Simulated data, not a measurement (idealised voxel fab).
The following is a process module called voxel wiring stack.
Xsec cut, 260 nm wide, square cell size 5 nm.
If you're reading a cross-section in this doc, picture square cells in a grid; it comes to you as bands, top ones listed first down to the bottom, and a band can be one or more rows of cells. Basically the band line says how high the top is and how high the bottom is, in nm, and then what's in it from left to right, every material with its width in nm. Empty space shows up as "blank", and if a single material carries "edge to edge" it runs the full band edge to edge. Ref level 0: as-received wafer is one material below here. Bottom band extends down with no lower bound ("from 0 down"). Top row gets the first number, bottom row gets the second, and each row in between changes by the same step: that is how a band width like "30->40" works. The designation "same as before", where it is given for a processing step, indicates that no cell of the cross-section was altered in the course of that step. This entry, "Closed void register", enumerates those empty regions of no fewer than 8 cells that possess no open connection to the top. Each region is reported in the form width x height at distance, the distance being taken from the left edge, with all three quantities expressed in nm. On a step's line, text after the settings is the simulator commenting on that step. overlay nm: mask right of planned place by this much (step with mask). Neg. = left.

-- This section lists the process steps that were planned
1. RECEIVE with material Si
2. CONFORMAL_DEP with material SiO2, thk nm 15
3. CONFORMAL_DEP with material SiCN, thk nm 5
4. DIRECTIONAL_DEP with material lowk, thk nm 25
5. PATTERN with tone open, mask id METAL_1, material resist, width nm 25, pitch nm 40, thk nm 15, overlay nm 0
6. DIRECTIONAL_ETCH with etch materials lowk, depth nm 25
7. DIRECTIONAL_ETCH with etch materials SiCN, depth nm 5
8. STRIP with etch materials resist
9. CONFORMAL_DEP with material TiN, thk nm 5
10. FILL_DEP with material Cu, thk nm 10
11. CMP with height nm 45
12. CONFORMAL_DEP with material SiCN, thk nm 5
13. DIRECTIONAL_DEP with material lowk, thk nm 35
14. PATTERN with tone open, mask id METAL_2_HOLES, material resist, width nm 15, pitch nm 40, thk nm 15, overlay nm 0
15. DIRECTIONAL_ETCH with etch materials lowk, depth nm 35
16. STRIP with etch materials resist
17. MASKED_ETCH with tone open, mask id METAL_2, width nm 25, pitch nm 40, etch materials lowk, depth nm 20, overlay nm 0
18. MASKED_ETCH with tone open, mask id METAL_2, width nm 25, pitch nm 40, etch materials SiCN, depth nm 5, overlay nm 0
19. CONFORMAL_DEP with material TiN, thk nm 5
20. FILL_DEP with material Ru, thk nm 5
21. CMP with height nm 85
22. CONFORMAL_DEP with material SiCN, thk nm 5
23. DIRECTIONAL_DEP with material lowk, thk nm 35
24. DIRECTIONAL_DEP with material aC, thk nm 10
25. PATTERN with tone open, mask id METAL_3, material resist, width nm 25, pitch nm 40, thk nm 30, overlay nm 0
26. DIRECTIONAL_ETCH with etch materials aC, depth nm 10
27. STRIP with etch materials resist
28. DIRECTIONAL_ETCH with etch materials lowk, depth nm 20
29. STRIP with etch materials aC
30. DIRECTIONAL_DEP with material aC, thk nm 10
31. PATTERN with tone open, mask id METAL_3_HOLES, material resist, width nm 15, pitch nm 80, thk nm 30, overlay nm 0
32. DIRECTIONAL_ETCH with etch materials aC, depth nm 10
33. STRIP with etch materials resist
34. DIRECTIONAL_ETCH with etch materials lowk, depth nm 15
35. DIRECTIONAL_ETCH with etch materials SiCN, depth nm 5
36. STRIP with etch materials aC
37. CONFORMAL_DEP with material TiN, thk nm 5
38. FILL_DEP with material Cu, thk nm 10
39. CMP with height nm 125
40. CONFORMAL_DEP with material SiCN, thk nm 5
41. DIRECTIONAL_DEP with material lowk, thk nm 35
42. PATTERN with tone open, mask id METAL_4_HOLES, material resist, width nm 15, pitch nm 40, thk nm 20, overlay nm 0
43. DIRECTIONAL_ETCH with etch materials lowk, depth nm 35
44. STRIP with etch materials resist
45. DIRECTIONAL_DEP with material aC, thk nm 10
46. PATTERN with tone open, mask id METAL_4, material resist, width nm 25, pitch nm 40, thk nm 30, overlay nm 0
47. DIRECTIONAL_ETCH with etch materials aC, depth nm 10
48. STRIP with etch materials resist
49. DIRECTIONAL_ETCH with etch materials lowk, depth nm 20
50. DIRECTIONAL_ETCH with etch materials SiCN, depth nm 5
51. STRIP with etch materials aC
52. CONFORMAL_DEP with material TiN, thk nm 5
53. FILL_DEP with material Cu, thk nm 10
54. CMP with height nm 165
55. CONFORMAL_DEP with material SiCN, thk nm 5

-- Cross-section of the wafer at receipt, which is the condition after step 1
- from 0 down = Si edge to edge
- Closed void register: none

-- First wafer of two, sectioned at end of module; run went per plan
- from 170 to 165 = SiCN edge to edge
- from 165 to 150 = lowk: 75, then TiN: 5, then Cu: 15, then TiN: 5, then lowk: 15, then TiN: 5, then Cu: 15, then TiN: 5, then lowk: 15, then TiN: 5, then Cu: 15, then TiN: 5, then lowk: 80
- from 150 to 145 = lowk: 75, then TiN: 5, then Cu: 5, then TiN: 15, then lowk: 15, then TiN: 5, then Cu: 5, then TiN: 15, then lowk: 15, then TiN: 5, then Cu: 5, then TiN: 15, then lowk: 80
- from 145 to 130 = lowk: 75, then TiN: 5, then Cu: 5, then TiN: 5, then lowk: 25, then TiN: 5, then Cu: 5, then TiN: 5, then lowk: 25, then TiN: 5, then Cu: 5, then TiN: 5, then lowk: 90
- from 130 to 125 = SiCN: 75, then TiN: 15, then SiCN: 25, then TiN: 15, then SiCN: 25, then TiN: 15, then SiCN: 90
- from 125 to 110 = lowk: 75, then TiN: 5, then Cu: 15, then TiN: 5, then lowk: 15, then TiN: 5, then Cu: 15, then TiN: 5, then lowk: 15, then TiN: 5, then Cu: 15, then TiN: 5, then lowk: 80
- from 110 to 105 = lowk: 75, then TiN: 5, then Cu: 5, then TiN: 15, then lowk: 15, then TiN: 25, then lowk: 15, then TiN: 5, then Cu: 5, then TiN: 15, then lowk: 80
- from 105 to 90 = lowk: 75, then TiN: 5, then Cu: 5, then TiN: 5, then lowk: 65, then TiN: 5, then Cu: 5, then TiN: 5, then lowk: 90
- from 90 to 85 = SiCN: 75, then TiN: 15, then SiCN: 65, then TiN: 15, then SiCN: 90
- from 85 to 70 = lowk: 75, then TiN: 5, then Ru: 15, then TiN: 5, then lowk: 15, then TiN: 5, then Ru: 15, then TiN: 5, then lowk: 15, then TiN: 5, then Ru: 15, then TiN: 5, then lowk: 80
- from 70 to 65 = lowk: 75, then TiN: 5, then Ru: 5, then TiN: 15, then lowk: 15, then TiN: 5, then Ru: 5, then TiN: 15, then lowk: 15, then TiN: 5, then Ru: 5, then TiN: 15, then lowk: 80
- from 65 to 50 = lowk: 75, then TiN: 5, then Ru: 5, then TiN: 5, then lowk: 25, then TiN: 5, then Ru: 5, then TiN: 5, then lowk: 25, then TiN: 5, then Ru: 5, then TiN: 5, then lowk: 90
- from 50 to 45 = SiCN: 75, then TiN: 15, then SiCN: 25, then TiN: 15, then SiCN: 25, then TiN: 15, then SiCN: 90
- from 45 to 20 = lowk: 75, then TiN: 5, then Cu: 15, then TiN: 5, then lowk: 15, then TiN: 5, then Cu: 15, then TiN: 5, then lowk: 15, then TiN: 5, then Cu: 15, then TiN: 5, then lowk: 80
- from 20 to 15 = SiCN: 75, then TiN: 25, then SiCN: 15, then TiN: 25, then SiCN: 15, then TiN: 25, then SiCN: 80
- from 15 to 0 = SiO2 edge to edge
- from 0 down = Si edge to edge
- Closed void register: none

-- Second wafer through the module, sectioned at the end: same beginning and same plan as the first wafer, with one mistake in carrying it out
- from 170 to 165 = SiCN edge to edge
- from 165 to 150 = lowk: 75, then TiN: 5, then Cu: 15, then TiN: 5, then lowk: 15, then TiN: 5, then Cu: 15, then TiN: 5, then lowk: 15, then TiN: 5, then Cu: 15, then TiN: 5, then lowk: 80
- from 150 to 145 = lowk: 75, then TiN: 5, then Cu: 5, then TiN: 15, then lowk: 15, then TiN: 5, then Cu: 5, then TiN: 15, then lowk: 15, then TiN: 5, then Cu: 5, then TiN: 15, then lowk: 80
- from 145 to 130 = lowk: 75, then TiN: 5, then Cu: 5, then TiN: 5, then lowk: 25, then TiN: 5, then Cu: 5, then TiN: 5, then lowk: 25, then TiN: 5, then Cu: 5, then TiN: 5, then lowk: 90
- from 130 to 125 = SiCN: 75, then TiN: 15, then SiCN: 25, then TiN: 15, then SiCN: 25, then TiN: 15, then SiCN: 90
- from 125 to 120 = TiN: 80, then Cu: 15, then TiN: 25, then Cu: 15, then TiN: 25, then Cu: 15, then TiN: 85
- from 120 to 105 = lowk: 75, then TiN: 5, then Cu: 15, then TiN: 5, then lowk: 15, then TiN: 5, then Cu: 15, then TiN: 5, then lowk: 15, then TiN: 5, then Cu: 15, then TiN: 5, then lowk: 80
- from 105 to 100 = lowk: 75, then TiN: 5, then Cu: 5, then TiN: 15, then lowk: 15, then TiN: 25, then lowk: 15, then TiN: 5, then Cu: 5, then TiN: 15, then lowk: 80
- from 100 to 85 = lowk: 75, then TiN: 5, then Cu: 5, then TiN: 5, then lowk: 65, then TiN: 5, then Cu: 5, then TiN: 5, then lowk: 90
- from 85 to 80 = SiCN: 75, then TiN: 15, then SiCN: 65, then TiN: 15, then SiCN: 90
- from 80 to 70 = lowk: 75, then TiN: 5, then Ru: 15, then TiN: 5, then lowk: 15, then TiN: 5, then Ru: 15, then TiN: 5, then lowk: 15, then TiN: 5, then Ru: 15, then TiN: 5, then lowk: 80
- from 70 to 65 = lowk: 75, then TiN: 5, then Ru: 5, then TiN: 15, then lowk: 15, then TiN: 5, then Ru: 5, then TiN: 15, then lowk: 15, then TiN: 5, then Ru: 5, then TiN: 15, then lowk: 80
- from 65 to 50 = lowk: 75, then TiN: 5, then Ru: 5, then TiN: 5, then lowk: 25, then TiN: 5, then Ru: 5, then TiN: 5, then lowk: 25, then TiN: 5, then Ru: 5, then TiN: 5, then lowk: 90
- from 50 to 45 = SiCN: 75, then TiN: 15, then SiCN: 25, then TiN: 15, then SiCN: 25, then TiN: 15, then SiCN: 90
- from 45 to 20 = lowk: 75, then TiN: 5, then Cu: 15, then TiN: 5, then lowk: 15, then TiN: 5, then Cu: 15, then TiN: 5, then lowk: 15, then TiN: 5, then Cu: 15, then TiN: 5, then lowk: 80
- from 20 to 15 = SiCN: 75, then TiN: 25, then SiCN: 15, then TiN: 25, then SiCN: 15, then TiN: 25, then SiCN: 80
- from 15 to 0 = SiO2 edge to edge
- from 0 down = Si edge to edge
- Closed void register: none
What was done differently from what was planned? step 21 was processed under conditions differing from the plan, specifically as CMP with height nm 80
Counted in cells at the end, the second wafer holds more or fewer of these materials than the first: Cu +9, Ru -9, TiN +37, lowk -37
